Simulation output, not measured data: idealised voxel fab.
process module | voxel self aligned contacts
cross-section cut | 185 nm wide | cells 5 nm
A cross-section is a grid of square cells, given in bands from the top down. A band is one or more rows of cells.
Each band's line starts with the height of the band's top and of its bottom, in nm. Then come its materials from left to right, each with its width in nm. One material with "throughout" fills the band from edge to edge. "air" is empty space.
Height 0 is the level under which the wafer as received is all one material. The lowest band goes on downwards, as in "0 down".
A width such as "30 to 40" changes by the same amount from each row of cells to the next, from the band's top row to its bottom row.
"no change" after a step means that no cell of the cross-section changed.
closed voids: empty space of 8 cells or more with no open way to the top, each as width x height at its distance from the left edge, in nm
after a step's settings: what the simulator itself notes on the step
overlay nm, on a step with a mask: how far to the right of its planned place the mask lay; to the left if negative
plan
1 op RECEIVE | material Si
2 op CONFORMAL_DEP | material SiO2 | thk nm 5
3 op DIRECTIONAL_DEP | material polySi | thk nm 25
4 op DIRECTIONAL_DEP | material SiN | thk nm 20
5 op PATTERN | tone cover | mask id GATE | material resist | width nm 25 | pitch nm 60 | thk nm 20 | overlay nm 0
6 op DIRECTIONAL_ETCH | etch materials SiN | depth nm 20
7 op DIRECTIONAL_ETCH | etch materials polySi | depth nm 25
8 op STRIP | etch materials resist
9 op CONFORMAL_DEP | material SiN | thk nm 5
10 op DIRECTIONAL_ETCH | etch materials SiN | depth nm 5
11 op FILL_DEP | material SiO2 | thk nm 20
12 op CMP | height nm 60
13 op PATTERN | tone open | mask id CONTACT | material resist | width nm 35 | pitch nm 60 | thk nm 15 | overlay nm 0
14 op DIRECTIONAL_ETCH | etch materials SiO2 | depth nm 60
15 op STRIP | etch materials resist
16 op CONFORMAL_DEP | material TiN | thk nm 5
17 op FILL_DEP | material Ru | thk nm 10
18 op CMP | height nm 60
19 op CONFORMAL_DEP | material SiCN | thk nm 5
varied across the wafers: width nm of step 13. The plan shows the first wafer's value. All wafers start alike
first wafer as received, after step 1
  0 down: Si throughout
  closed voids: none
each wafer at the end: cells of each material gained (+) or lost (-) since it was received, then its closed voids
width nm 35 | +70 Ru | +37 SiCN | +114 SiN | +127 SiO2 | +58 TiN | +75 polySi | closed voids: none
width nm 40 | +72 Ru | +37 SiCN | +114 SiN | +123 SiO2 | +60 TiN | +75 polySi | closed voids: none
width nm 45 | +74 Ru | +37 SiCN | +114 SiN | +119 SiO2 | +62 TiN | +75 polySi | closed voids: none
